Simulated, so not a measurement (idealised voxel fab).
Module name: voxel plated lines (process module)
Shown is cross-section cut, with a width of 265 nm and square cells of size 5 nm.
In what follows, cross-sections appear as grids of square cells, described through bands that run from the top down, where every band is one or more rows of cells. Quick guide to a band line: top height, bottom height (nm) up front; then every material left to right with its width in nm. Only one material and it's marked "all across"? Then it fills the band edge to edge. And "empty" just means empty space. Heights are expressed relative to 0, this being the level below which the as-received wafer comprises one material exclusively. The lowest band is unbounded in the downward direction and is denoted as in "0 and below". It should be noted that a width expressed as "30->40" varies in equal increments from row to row of cells within the band, taking the value of the first number at the top row and that of the second number at the bottom row. "no change occurred" (step): cross-section cells unchanged, all of them. Listed in "Tabulated closed voids": every empty space of 8 or more cells without an open way to the top. Form: width x height at distance, the distance being from the left edge, all in nm. What comes after the settings on a step's line is commentary from the simulator itself on that step. overlay nm: on a step with a mask, how far right of its planned place the mask lay; negative means left.
### Process steps - plan
1. op RECEIVE | material Si
2. op CONFORMAL_DEP | material SiO2 | thk nm 15
3. op DIRECTIONAL_DEP | material TiN | thk nm 5
4. op PATTERN | tone open | mask id LINES | material resist | width nm 20 | pitch nm 50 | thk nm 20 | overlay nm 0
5. op EPI | material Ru | thk nm 5
6. op STRIP | etch materials resist
7. op DIRECTIONAL_ETCH | etch materials TiN | depth nm 5
8. op CONFORMAL_DEP | material SiN | thk nm 10
### As received (post step 1): cross-section
	0 and below: Si all across
	Tabulated closed voids: none
### First wafer of two, sectioned at end of module; run went per plan
	35 down to 25: 35 empty | 40 SiN | 10 empty | 40 SiN | 10 empty | 40 SiN | 10 empty | 40 SiN | 40 empty
	25 down to 20: 45 SiN | 20 Ru | 30 SiN | 20 Ru | 30 SiN | 20 Ru | 30 SiN | 20 Ru | 50 SiN
	20 down to 15: 45 SiN | 20 TiN | 30 SiN | 20 TiN | 30 SiN | 20 TiN | 30 SiN | 20 TiN | 50 SiN
	15 down to 0: SiO2 all across
	0 and below: Si all across
	Tabulated closed voids: none
### Cross-sectional image of the second wafer of the two following completion of the module. Starting state and process plan were the same as for the first wafer; one execution error occurred
	35 down to 30: 35 empty | 40 SiN | 10 empty | 40 SiN | 10 empty | 40 SiN | 10 empty | 40 SiN | 40 empty
	30 down to 25: SiN all across
	25 down to 20: 45 SiN | 20 Ru | 30 SiN | 20 Ru | 30 SiN | 20 Ru | 30 SiN | 20 Ru | 50 SiN
	20 down to 15: Ru all across
	15 down to 0: SiO2 all across
	0 and below: Si all across
	Tabulated closed voids: none
It is concluded that the wafer was processed incorrectly with respect to the plan, in that step 3 ran as: op DIRECTIONAL_DEP | material Ru | thk nm 5
Final tally in cells, some materials are higher or lower on the second wafer than on the first: Ru: 53 more | SiN: 16 fewer | TiN: 16 fewer
